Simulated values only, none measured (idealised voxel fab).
process module | voxel released beams
Section cut is 220 nm wide and gridded with 5 nm square cells.
A cross-section is written here as square cells arranged in a grid, and it is given in bands from the top down, each band taking up one or more rows of cells. Heads up on the band format: heights come first, top then bottom, in nm. After that it's the materials left to right, each with its width in nm. A single material flagged "throughout" fills the whole band edge to edge, and "blank" means there's empty space there. For the purposes of this specification, 0 denotes the height below which the wafer in its as-received condition is composed wholly of one material, and the lowermost band, lacking a lower limit, extends downward without end, as expressed in "0 down". The width entry "30 to 40" should be interpreted row by row: the top row of cells in the band takes the first number, the bottom row takes the second number, and the change between adjacent rows is uniform throughout. "no change" for a step: no cell of the cross-section changed in that step. Enclosed voids (no open way to top), threshold 8 cells or more, entry "Encapsulated voids", notation width x height at distance, distance from left edge, nm. On a step's line, text after the settings is the simulator commenting on that step. overlay nm: mask offset rightward from planned place, masked step; negative means leftward offset.
Planned process steps
1) RECEIVE, material Si
2) CONFORMAL_DEP, material Al2O3, thk nm 10
3) DIRECTIONAL_DEP, material SiO2, thk nm 10
4) DIRECTIONAL_DEP, material aC, thk nm 15
5) PATTERN, tone open, mask id ANCHOR, material resist, width nm 35, thk nm 30, overlay nm 0
6) DIRECTIONAL_ETCH, etch materials aC, depth nm 15
7) STRIP, etch materials resist
8) DIRECTIONAL_ETCH, etch materials SiO2, depth nm 10
9) STRIP, etch materials aC
10) CONFORMAL_DEP, material W, thk nm 10
11) MASKED_ETCH, tone cover, mask id BEAM, width nm 110, etch materials W, depth nm 10, overlay nm 0
12) STRIP, etch materials SiO2
Incoming wafer in cross-section (state: after step 1)
> 0 down: Si throughout
> Encapsulated voids: none
The module was run from the start shown above using the plan shown above, but one mistake was made doing it; the resulting wafer cross-section is below
> 30 to 20: blank=50, then W=110, then blank=60
> 20 to 10: Al2O3 throughout
> 10 to 0: SiO2 throughout
> 0 down: Si throughout
> Encapsulated voids: none
Here's what went sideways: steps 2 and 3 of the plan were run in the wrong order, each in the other's place
